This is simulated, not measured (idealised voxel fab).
Title: Process Module voxel self aligned vias
Section shown: cut. Width: 300 nm. Cell size: 5 nm, square.
In what follows, cross-sections appear as grids of square cells, described through bands that run from the top down, where every band is one or more rows of cells. Per band: top height and bottom height in nm, followed by the left-to-right materials and their widths in nm; "all across" marks a single material spanning edge to edge, "blank" marks empty space. For the purposes of this specification, 0 denotes the height below which the wafer in its as-received condition is composed wholly of one material, and the lowermost band, lacking a lower limit, extends downward without end, as expressed in "0 nm and below". Per-row width for "30 to 40": begins at first number (top row of band), ends at second number (bottom row), increment between rows held constant. Take "changes: none" at face value: in the step it is given for, the cross-section changed in none of its cells. "Internal closed voids" contains a list of empty spaces, each no smaller than 8 cells and without an open way to the top, written in the form width x height at distance with the distance from the left edge and all three in nm. What comes after the settings on a step's line is commentary from the simulator itself on that step. The setting "overlay nm" may be written on the line of a step. When the step uses a mask, the value reports how far to the right of the planned place the mask lay, and a negative value reports that it lay to the left.

# Planned step list for the process
1: RECEIVE, material Si
2: CONFORMAL_DEP, material SiO2, thk nm 15
3: CONFORMAL_DEP, material SiCN, thk nm 5
4: DIRECTIONAL_DEP, material lowk, thk nm 30
5: MASKED_ETCH, tone open, mask id LINES, width nm 20, pitch nm 60, etch materials lowk, depth nm 30, overlay nm 0
6: CONFORMAL_DEP, material TiN, thk nm 5
7: FILL_DEP, material Ru, thk nm 10
8: CMP, height nm 50
9: SELECTIVE_ETCH, etch materials W Ru TiN, depth nm 5
10: FILL_DEP, material SiN, thk nm 10
11: CMP, height nm 50
12: DIRECTIONAL_DEP, material lowk, thk nm 20
13: MASKED_ETCH, tone open, mask id VIAS, width nm 30, pitch nm 60, etch materials lowk, depth nm 20, overlay nm 0
14: MASKED_ETCH, tone open, mask id VIAS, width nm 30, pitch nm 60, etch materials SiN, depth nm 5, overlay nm 0
15: CONFORMAL_DEP, material TiN, thk nm 5
16: FILL_DEP, material Cu, thk nm 10
17: CMP, height nm 70
18: CONFORMAL_DEP, material SiN, thk nm 5

# This is the cross-section of the wafer as we received it, i.e. after step 1
* 0 nm and below | Si all across
* Internal closed voids: none

# Wafer at module end, in section. Began as above, planned as above, run with one mistake
* 75 nm to 70 nm | SiN all across
* 70 nm to 55 nm | Cu 70 nm, TiN 5 nm, lowk 30 nm, TiN 5 nm, Cu 20 nm, TiN 5 nm, lowk 30 nm, TiN 5 nm, Cu 20 nm, TiN 5 nm, lowk 30 nm, TiN 5 nm, Cu 70 nm
* 55 nm to 50 nm | TiN 75 nm, lowk 30 nm, TiN 30 nm, lowk 30 nm, TiN 30 nm, lowk 30 nm, TiN 75 nm
* 50 nm to 45 nm | lowk 80 nm, SiN 20 nm, lowk 40 nm, SiN 20 nm, lowk 40 nm, SiN 20 nm, lowk 80 nm
* 45 nm to 25 nm | lowk 80 nm, TiN 5 nm, Ru 10 nm, TiN 5 nm, lowk 40 nm, TiN 5 nm, Ru 10 nm, TiN 5 nm, lowk 40 nm, TiN 5 nm, Ru 10 nm, TiN 5 nm, lowk 80 nm
* 25 nm to 20 nm | lowk 80 nm, TiN 20 nm, lowk 40 nm, TiN 20 nm, lowk 40 nm, TiN 20 nm, lowk 80 nm
* 20 nm to 15 nm | SiCN all across
* 15 nm to 0 nm | SiO2 all across
* 0 nm and below | Si all across
* Internal closed voids: none
Deviation noted in wafer processing: so step 13 ended up running with a different setting than we planned, it ran as MASKED_ETCH, tone cover, mask id VIAS, width nm 30, pitch nm 60, etch materials lowk, depth nm 20, overlay nm 0
